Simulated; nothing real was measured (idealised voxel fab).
Process module in this document: voxel self aligned vias
190 nm wide, 5 nm square cells: that's cross-section cut.
In this document a cross-section is written as a grid of square cells. It is given as a series of bands, listed from the top down, and a band is one or more rows of cells. Quick guide to a band line: top height, bottom height (nm) up front; then every material left to right with its width in nm. Only one material and it's marked "all across"? Then it fills the band edge to edge. And "blank" just means empty space. Below 0: as-received wafer, all one material; heights counted from there. Lowest band: no bottom, goes on down, written "0 -> down". Width "30 to 40": first value at the band's top row of cells, second value at its bottom row, equal change from row to row. Step note "nothing was modified" = no cross-section cell changed. "Non-vented voids" means: voids of 8 cells or more that are shut off from the top with no open way through. Written width x height at distance, distance from the left edge, in nm. Whatever follows a step's settings on its line is a remark the simulator itself makes about that step. The setting "overlay nm" may be written on the line of a step. When the step uses a mask, the value reports how far to the right of the planned place the mask lay, and a negative value reports that it lay to the left.
**Steps in the process plan**
1 op RECEIVE | material Si
2 op CONFORMAL_DEP | material SiO2 | thk nm 10
3 op CONFORMAL_DEP | material SiCN | thk nm 5
4 op DIRECTIONAL_DEP | material SiO2 | thk nm 25
5 op PATTERN | tone open | mask id LINES | material resist | width nm 25 | pitch nm 70 | thk nm 15 | overlay nm 0
6 op DIRECTIONAL_ETCH | etch materials SiO2 | depth nm 25
7 op STRIP | etch materials resist
8 op CONFORMAL_DEP | material TiN | thk nm 5
9 op FILL_DEP | material W | thk nm 10
10 op CMP | height nm 40
11 op SELECTIVE_ETCH | etch materials W Ru TiN | depth nm 5
12 op FILL_DEP | material SiN | thk nm 5
13 op CMP | height nm 40
14 op DIRECTIONAL_DEP | material SiO2 | thk nm 20
15 op MASKED_ETCH | tone open | mask id VIAS | width nm 45 | etch materials SiO2 | depth nm 20 | overlay nm 0
16 op MASKED_ETCH | tone open | mask id VIAS | width nm 45 | etch materials SiN | depth nm 5 | overlay nm 0
17 op CONFORMAL_DEP | material TiN | thk nm 5
18 op FILL_DEP | material Ru | thk nm 5
19 op CMP | height nm 60
20 op CONFORMAL_DEP | material SiCN | thk nm 5
**Incoming wafer in cross-section (state: after step 1)**
    0 -> down = Si all across
    Non-vented voids: none
**First of two wafers at the end of the module, shown in cross-section; run carried out as planned**
    65 -> 60 = SiCN all across
    60 -> 45 = 35 of SiO2 | 5 of TiN | 35 of Ru | 5 of TiN | 110 of SiO2
    45 -> 40 = 35 of SiO2 | 15 of TiN | 15 of Ru | 15 of TiN | 110 of SiO2
    40 -> 35 = 45 of SiO2 | 25 of TiN | 45 of SiO2 | 25 of SiN | 50 of SiO2
    35 -> 20 = 45 of SiO2 | 5 of TiN | 15 of W | 5 of TiN | 45 of SiO2 | 5 of TiN | 15 of W | 5 of TiN | 50 of SiO2
    20 -> 15 = 45 of SiO2 | 25 of TiN | 45 of SiO2 | 25 of TiN | 50 of SiO2
    15 -> 10 = SiCN all across
    10 -> 0 = SiO2 all across
    0 -> down = Si all across
    Non-vented voids: none
**Cross-section of the latter of the two wafers at module completion. It had an identical start and an identical plan to the former; in running it, one mistake was made**
    65 -> 60 = SiCN all across
    60 -> 45 = 30 of Ru | 5 of TiN | 45 of SiO2 | 5 of TiN | 105 of Ru
    45 -> 40 = 35 of TiN | 45 of SiO2 | 110 of TiN
    40 -> 35 = 45 of SiO2 | 25 of SiN | 45 of SiO2 | 25 of SiN | 50 of SiO2
    35 -> 20 = 45 of SiO2 | 5 of TiN | 15 of W | 5 of TiN | 45 of SiO2 | 5 of TiN | 15 of W | 5 of TiN | 50 of SiO2
    20 -> 15 = 45 of SiO2 | 25 of TiN | 45 of SiO2 | 25 of TiN | 50 of SiO2
    15 -> 10 = SiCN all across
    10 -> 0 = SiO2 all across
    0 -> down = Si all across
    Non-vented voids: none
Run error: step 15 ran as: op MASKED_ETCH | tone cover | mask id VIAS | width nm 45 | etch materials SiO2 | depth nm 20 | overlay nm 0
In the final state, the cell counts of the second wafer exceed or fall short of those of the first for the following materials: Ru +57; SiN +5; SiO2 -80; TiN +18
